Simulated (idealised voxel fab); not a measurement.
You're looking at the process module voxel gate over fins.
In the cross-section labelled cut, the width is 235 nm and each square cell is 5 nm.
Cross-section spec: square-cell grid; bands listed top down; each band is one or more rows.
Read a band's entry like this: the first values are the height of its top and the height of its bottom in nm, and what follows is the sequence of materials from left to right, each with its width in nm. Note that "blank" is empty space, and that a single material marked "edge to edge" reaches across the band from edge to edge.
For the purposes of this specification, 0 denotes the height below which the wafer in its as-received condition is composed wholly of one material, and the lowermost band, lacking a lower limit, extends downward without end, as expressed in "0..down".
The width entry "30 to 40" should be interpreted row by row: the top row of cells in the band takes the first number, the bottom row takes the second number, and the change between adjacent rows is uniform throughout.
Key: "no change" - step with no changed cell in the cross-section.
What "Closed voids list" gives you is every empty space of 8 cells or more that is cut off from the top. Each appears as width x height at distance, with the distance taken from the left edge and width, height and distance all in nm.
On each step's line, the part that comes after the settings is the simulator's own comment on the step.
overlay nm: mask right of planned place by this much (step with mask). Neg. = left.

Below is the list of planned process steps
1: op RECEIVE | material Si
2: op CONFORMAL_DEP | material SiN | thk nm 10
3: op DIRECTIONAL_DEP | material aC | thk nm 15
4: op PATTERN | tone cover | mask id FINS | material resist | width nm 15 | pitch nm 40 | thk nm 35 | overlay nm 0
5: op DIRECTIONAL_ETCH | etch materials aC | depth nm 15
6: op STRIP | etch materials resist
7: op DIRECTIONAL_ETCH | etch materials SiN | depth nm 10
8: op DIRECTIONAL_ETCH | etch materials Si | depth nm 40
9: op STRIP | etch materials aC
10: op FILL_DEP | material SiO2 | thk nm 5
11: op CMP | height nm 10
12: op SELECTIVE_ETCH | etch materials SiO2 | depth nm 25
13: op STRIP | etch materials SiN
14: op CONFORMAL_DEP | material HfO2 | thk nm 5
15: op CONFORMAL_DEP | material TiN | thk nm 5
16: op CONFORMAL_DEP | material TiAl | thk nm 5
17: op CONFORMAL_DEP | material TiN | thk nm 5
18: op FILL_DEP | material W | thk nm 10
19: op CMP | height nm 25
20: op CONFORMAL_DEP | material SiN | thk nm 10
Split variable: width nm, step 4. Plan value = first wafer. Wafers start alike.

Cross-section of the first of several received wafers, showing its state after step 1
0..down = Si edge to edge
Closed voids list: none

Every row in this table is a wafer at the end of the module, and it gives, for each of the materials, the cells that wafer has gained (+) or lost (-) since it was received, then its closed voids
width nm 15 | +59 HfO2 | -328 Si | +94 SiN | +205 SiO2 | +56 TiAl | +112 TiN | +131 W | Closed voids list: none
width nm 20 | +59 HfO2 | -312 Si | +94 SiN | +195 SiO2 | +53 TiAl | +112 TiN | +128 W | Closed voids list: none
width nm 25 | +59 HfO2 | -296 Si | +94 SiN | +185 SiO2 | +53 TiAl | +109 TiN | +125 W | Closed voids list: none
